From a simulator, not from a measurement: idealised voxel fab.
process module | voxel gate over fins
cross-section cut | 160 nm wide | cells 5 nm
A cross-section is a grid of square cells, given in bands from the top down. A band is one or more rows of cells.
Each band's line starts with the height of the band's top and of its bottom, in nm. Then come its materials from left to right, each with its width in nm. One material with "throughout" fills the band from edge to edge. "air" is empty space.
Height 0 is the level under which the wafer as received is all one material. The lowest band goes on downwards, as in "0 down".
A width such as "30 to 40" changes by the same amount from each row of cells to the next, from the band's top row to its bottom row.
"no change" after a step means that no cell of the cross-section changed.
closed voids: empty space of 8 cells or more with no open way to the top, each as width x height at its distance from the left edge, in nm
after a step's settings: what the simulator itself notes on the step
overlay nm, on a step with a mask: how far to the right of its planned place the mask lay; to the left if negative
plan
1 op RECEIVE | material Si
2 op CONFORMAL_DEP | material SiN | thk nm 5
3 op MASKED_ETCH | tone cover | mask id FINS | width nm 15 | pitch nm 55 | etch materials SiN | depth nm 5 | overlay nm 0
4 op MASKED_ETCH | tone cover | mask id FINS | width nm 15 | pitch nm 55 | etch materials Si | depth nm 35 | overlay nm 0
5 op OXIDIZE | depth nm 5
6 op FILL_DEP | material SiO2 | thk nm 5
7 op CMP | height nm 5
8 op PATTERN | tone open | mask id RAIL | material resist | width nm 15 | thk nm 15 | overlay nm 0
9 op DIRECTIONAL_ETCH | etch materials SiO2 | depth nm 35
10 op STRIP | etch materials resist
11 op CONFORMAL_DEP | material TiN | thk nm 5
12 op FILL_DEP | material W | thk nm 10
13 op CMP | height nm 5
14 op SELECTIVE_ETCH | etch materials W Ru TiN | depth nm 25
15 op FILL_DEP | material SiO2 | thk nm 5
16 op CMP | height nm 5
17 op SELECTIVE_ETCH | etch materials SiO2 | depth nm 20
18 op STRIP | etch materials SiN
19 op CONFORMAL_DEP | material HfO2 | thk nm 5
20 op CONFORMAL_DEP | material TiN | thk nm 5
21 op CONFORMAL_DEP | material TiAl | thk nm 5
22 op CONFORMAL_DEP | material TiN | thk nm 5
23 op FILL_DEP | material W | thk nm 15
24 op CMP | height nm 30
25 op CONFORMAL_DEP | material SiN | thk nm 10
as received, after step 1
  0 down: Si throughout
  closed voids: none
first wafer at the end, as planned
  40 to 30: SiN throughout
  30 to 20: W throughout
  20 to 15: TiN 45 | W 10 | TiN 45 | W 10 | TiN 45 | W 5
  15 to 10: TiN 5 | TiAl 35 | TiN 5 | W 10 | TiN 5 | TiAl 35 | TiN 5 | W 10 | TiN 5 | TiAl 35 | TiN 5 | W 5
  10 to 5: TiN 5 | TiAl 5 | TiN 25 | TiAl 5 | TiN 5 | W 10 | TiN 5 | TiAl 5 | TiN 25 | TiAl 5 | TiN 5 | W 10 | TiN 5 | TiAl 5 | TiN 25 | TiAl 5 | TiN 5 | W 5
  5 to 0: TiN 5 | TiAl 5 | TiN 5 | HfO2 15 | TiN 5 | TiAl 5 | TiN 20 | TiAl 5 | TiN 5 | HfO2 15 | TiN 5 | TiAl 5 | TiN 20 | TiAl 5 | TiN 5 | HfO2 15 | TiN 5 | TiAl 5 | TiN 10
  0 to -5: TiAl 10 | TiN 5 | HfO2 5 | Si 5 | HfO2 5 | TiN 5 | TiAl 30 | TiN 5 | HfO2 5 | Si 5 | HfO2 5 | TiN 5 | TiAl 30 | TiN 5 | HfO2 5 | Si 5 | HfO2 5 | TiN 5 | TiAl 15
  -5 to -10: TiN 15 | HfO2 5 | Si 5 | HfO2 5 | TiN 40 | HfO2 5 | Si 5 | HfO2 5 | TiN 40 | HfO2 5 | Si 5 | HfO2 5 | TiN 20
  -10 to -15: HfO2 20 | Si 5 | HfO2 50 | Si 5 | HfO2 50 | Si 5 | HfO2 25
  -15 to -20: SiO2 20 | Si 5 | SiO2 50 | Si 5 | SiO2 50 | Si 5 | SiO2 25
  -20 to -25: SiO2 20 | Si 5 | SiO2 15 | TiN 5 | W 5 | TiN 5 | SiO2 20 | Si 5 | SiO2 50 | Si 5 | SiO2 25
  -25 to -30: SiO2 20 | Si 5 | SiO2 15 | TiN 15 | SiO2 20 | Si 5 | SiO2 50 | Si 5 | SiO2 25
  -30 to -40: SiO2 20 | Si 5 | SiO2 50 | Si 5 | SiO2 50 | Si 5 | SiO2 25
  -40 down: Si throughout
  closed voids: none
second wafer at the end: like start, like plan, one mistake
  40 to 30: SiN throughout
  30 to 20: W throughout
  20 to 15: TiN 45 | W 10 | TiN 45 | W 10 | TiN 45 | W 5
  15 to 10: TiN 5 | TiAl 35 | TiN 5 | W 10 | TiN 5 | TiAl 35 | TiN 5 | W 10 | TiN 5 | TiAl 35 | TiN 5 | W 5
  10 to 5: TiN 5 | TiAl 5 | HfO2 25 | TiAl 5 | TiN 5 | W 10 | TiN 5 | TiAl 5 | HfO2 25 | TiAl 5 | TiN 5 | W 10 | TiN 5 | TiAl 5 | HfO2 25 | TiAl 5 | TiN 5 | W 5
  5 to 0: TiN 5 | TiAl 5 | HfO2 5 | TiN 15 | HfO2 5 | TiAl 5 | TiN 20 | TiAl 5 | HfO2 5 | TiN 15 | HfO2 5 | TiAl 5 | TiN 20 | TiAl 5 | HfO2 5 | TiN 15 | HfO2 5 | TiAl 5 | TiN 10
  0 to -5: TiAl 10 | HfO2 5 | TiN 5 | Si 5 | TiN 5 | HfO2 5 | TiAl 30 | HfO2 5 | TiN 5 | Si 5 | TiN 5 | HfO2 5 | TiAl 30 | HfO2 5 | TiN 5 | Si 5 | TiN 5 | HfO2 5 | TiAl 15
  -5 to -10: HfO2 15 | TiN 5 | Si 5 | TiN 5 | HfO2 40 | TiN 5 | Si 5 | TiN 5 | HfO2 40 | TiN 5 | Si 5 | TiN 5 | HfO2 20
  -10 to -15: TiN 20 | Si 5 | TiN 50 | Si 5 | TiN 50 | Si 5 | TiN 25
  -15 to -20: SiO2 20 | Si 5 | SiO2 50 | Si 5 | SiO2 50 | Si 5 | SiO2 25
  -20 to -25: SiO2 20 | Si 5 | SiO2 15 | TiN 5 | W 5 | TiN 5 | SiO2 20 | Si 5 | SiO2 50 | Si 5 | SiO2 25
  -25 to -30: SiO2 20 | Si 5 | SiO2 15 | TiN 15 | SiO2 20 | Si 5 | SiO2 50 | Si 5 | SiO2 25
  -30 to -40: SiO2 20 | Si 5 | SiO2 50 | Si 5 | SiO2 50 | Si 5 | SiO2 25
  -40 down: Si throughout
  closed voids: none
what went wrong: steps 19 and 20 were swapped
at the end the second wafer has, in cells: as many of each material as the first, in other places
